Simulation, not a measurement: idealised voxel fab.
Process module name: voxel ribs on slabs
In the cross-section labelled cut, the width is 255 nm and each square cell is 5 nm.
Cross-section layout: square cells on a grid; listed as bands, top to bottom; a band spans one or more cell rows.
Top height, bottom height, nm. Materials left to right, width each, nm. Single material + "throughout" = fills band edge to edge. "blank" = empty.
Below 0: as-received wafer, all one material; heights counted from there. Lowest band: no bottom, goes on down, written "top 0, no bottom".
Graded width ("30..40"): value in top row of band = first number; value in bottom row = second number; row-to-row change constant.
"no modifications", as given for a step, is the statement that not any cell of the cross-section underwent a change during that step.
Entry "Enclosed cavities". Content: empty spaces with no open connection to the top, size 8 cells or greater. Each: width x height at distance. Distance: from left edge. Unit: nm.
Where a step's line continues beyond its settings, the continuation is a remark by the simulator itself on that step.
When a step includes a mask, the "overlay nm" setting on its line states how far to the right of its planned place that mask lay, and negative values state how far to the left.

[Steps in the process plan]
1. op RECEIVE | material Si
2. op DIRECTIONAL_DEP | material SiO2 | thk nm 25
3. op DIRECTIONAL_DEP | material polySi | thk nm 15
4. op MASKED_ETCH | tone cover | mask id RIB | width nm 30 | etch materials polySi | depth nm 5 | overlay nm 0
5. op DIRECTIONAL_DEP | material aC | thk nm 10
6. op PATTERN | tone cover | mask id SLAB | material resist | width nm 70 | thk nm 30 | overlay nm 0
7. op DIRECTIONAL_ETCH | etch materials aC | depth nm 10
8. op STRIP | etch materials resist
9. op DIRECTIONAL_ETCH | etch materials polySi | depth nm 10
10. op STRIP | etch materials aC
11. op FILL_DEP | material SiO2 | thk nm 30
12. op CMP | height nm 60
13. op DIRECTIONAL_DEP | material TiN | thk nm 10
14. op MASKED_ETCH | tone cover | mask id HEATER | width nm 40 | etch materials TiN | depth nm 10 | overlay nm 0
15. op CONFORMAL_DEP | material SiO2 | thk nm 5

[First of two wafers, with the run carried out as planned]

[Delivered wafer in cross-section: state after step 1]
	top 0, no bottom: Si throughout
	Enclosed cavities: none

[Wafer xsec, post step 2]
	top 25, bottom 0: SiO2 throughout
	Below 0 it's all the same as before, nothing changed down there.

[Wafer xsec, post step 3]
	top 40, bottom 25: polySi throughout
	Below 25 it's all the same as before, nothing changed down there.

[Wafer xsec, post step 4]
	top 40, bottom 35: blank=110 | polySi=30 | blank=115
	Below 35 it's all the same as before, nothing changed down there.

[Wafer xsec, post step 5]
	top 50, bottom 45: blank=110 | aC=30 | blank=115
	top 45, bottom 40: aC throughout
	top 40, bottom 35: aC=110 | polySi=30 | aC=115
	Below 35 it's all the same as before, nothing changed down there.

[Wafer xsec, post step 6]
	top 80, bottom 50: blank=90 | resist=70 | blank=95
	top 50, bottom 45: blank=90 | resist=20 | aC=30 | resist=20 | blank=95
	Below 45 it's all the same as before, nothing changed down there.

[Wafer xsec, post step 7]
	top 70, bottom 50: blank=90 | resist=70 | blank=95
	top 50, bottom 45: blank=90 | resist=20 | aC=30 | resist=20 | blank=95
	top 45, bottom 40: blank=90 | aC=70 | blank=95
	top 40, bottom 35: blank=90 | aC=20 | polySi=30 | aC=20 | blank=95
	Below 35 it's all the same as before, nothing changed down there.

[Wafer xsec, post step 8]
	top 50, bottom 40: blank=110..90 | aC=30..70 | blank=115..95
	Below 40 it's all the same as before, nothing changed down there.

[Wafer xsec, post step 9]
	top 50, bottom 40: blank=110..90 | aC=30..70 | blank=115..95
	top 40, bottom 35: blank=90 | aC=20 | polySi=30 | aC=20 | blank=95
	top 35, bottom 25: blank=90 | polySi=70 | blank=95
	Below 25 it's all the same as before, nothing changed down there.

[Wafer xsec, post step 10]
	top 40, bottom 35: blank=110 | polySi=30 | blank=115
	Below 35 it's all the same as before, nothing changed down there.

[Wafer xsec, post step 11]
	top 70, bottom 40: SiO2 throughout
	top 40, bottom 35: SiO2=110 | polySi=30 | SiO2=115
	top 35, bottom 25: SiO2=90 | polySi=70 | SiO2=95
	Below 25 it's all the same as before, nothing changed down there.

[Wafer xsec, post step 12]
	top 60, bottom 40: SiO2 throughout
	Below 40 it's all the same as before, nothing changed down there.

[Wafer xsec, post step 13]
	top 70, bottom 60: TiN throughout
	Below 60 it's all the same as before, nothing changed down there.

[Wafer xsec, post step 14]
	top 70, bottom 60: blank=105 | TiN=40 | blank=110
	Below 60 it's all the same as before, nothing changed down there.

[Wafer xsec, post step 15]
	top 75, bottom 70: blank=100 | SiO2=50 | blank=105
	top 70, bottom 65: blank=100 | SiO2=5 | TiN=40 | SiO2=5 | blank=105
	top 65, bottom 60: SiO2=105 | TiN=40 | SiO2=110
	Below 60 it's all the same as before, nothing changed down there.

[What follows concerns the second wafer, which started out like the first and was meant to follow the very same plan; one mistake crept in when it was run, but everything up to and including step 5 is the same as for the first wafer]

[The second wafer cut through, at the time step 6 was supposed to be finished]
	top 80, bottom 50: blank=90 | resist=75 | blank=90
	top 50, bottom 45: blank=90 | resist=20 | aC=30 | resist=25 | blank=90
	Below 45 it's all the same as before, nothing changed down there.

[The second wafer cut through, at the time step 7 was supposed to be finished]
	top 70, bottom 50: blank=90 | resist=75 | blank=90
	top 50, bottom 45: blank=90 | resist=20 | aC=30 | resist=25 | blank=90
	top 45, bottom 40: blank=90 | aC=75 | blank=90
	top 40, bottom 35: blank=90 | aC=20 | polySi=30 | aC=25 | blank=90
	Below 35 it's all the same as before, nothing changed down there.

[The second wafer cut through, at the time step 8 was supposed to be finished]
	top 50, bottom 40: blank=110..90 | aC=30..75 | blank=115..90
	Below 40 it's all the same as before, nothing changed down there.

[The second wafer cut through, at the time step 9 was supposed to be finished]
	top 50, bottom 40: blank=110..90 | aC=30..75 | blank=115..90
	top 40, bottom 35: blank=90 | aC=20 | polySi=30 | aC=25 | blank=90
	top 35, bottom 25: blank=90 | polySi=75 | blank=90
	Below 25 it's all the same as before, nothing changed down there.

[The second wafer cut through, at the time step 10 was supposed to be finished]
	top 40, bottom 35: blank=110 | polySi=30 | blank=115
	Below 35 it's all the same as before, nothing changed down there.

[The second wafer cut through, at the time step 11 was supposed to be finished]
	top 70, bottom 40: SiO2 throughout
	top 40, bottom 35: SiO2=110 | polySi=30 | SiO2=115
	top 35, bottom 25: SiO2=90 | polySi=75 | SiO2=90
	Below 25 it's all the same as before, nothing changed down there.

[The second wafer cut through, at the time step 12 was supposed to be finished]
	top 60, bottom 40: SiO2 throughout
	Below 40 it's all the same as before, nothing changed down there.

[The second wafer cut through, at the time step 13 was supposed to be finished]
	top 70, bottom 60: TiN throughout
	Below 60 it's all the same as before, nothing changed down there.

[The second wafer cut through, at the time step 14 was supposed to be finished]
	top 70, bottom 60: blank=105 | TiN=40 | blank=110
	Below 60 it's all the same as before, nothing changed down there.

[The second wafer cut through, at the time step 15 was supposed to be finished]
	top 75, bottom 70: blank=100 | SiO2=50 | blank=105
	top 70, bottom 65: blank=100 | SiO2=5 | TiN=40 | SiO2=5 | blank=105
	top 65, bottom 60: SiO2=105 | TiN=40 | SiO2=110
	Below 60 it's all the same as before, nothing changed down there.
Heads up, the wafer didn't run the way we planned it: step 6 was processed under conditions differing from the plan, specifically as op PATTERN | tone cover | mask id SLAB | material resist | width nm 75 | thk nm 30 | overlay nm 0
Wrapping up, a cell-based count of both wafers puts the second over or under the first for these materials: -2 SiO2, +2 polySi
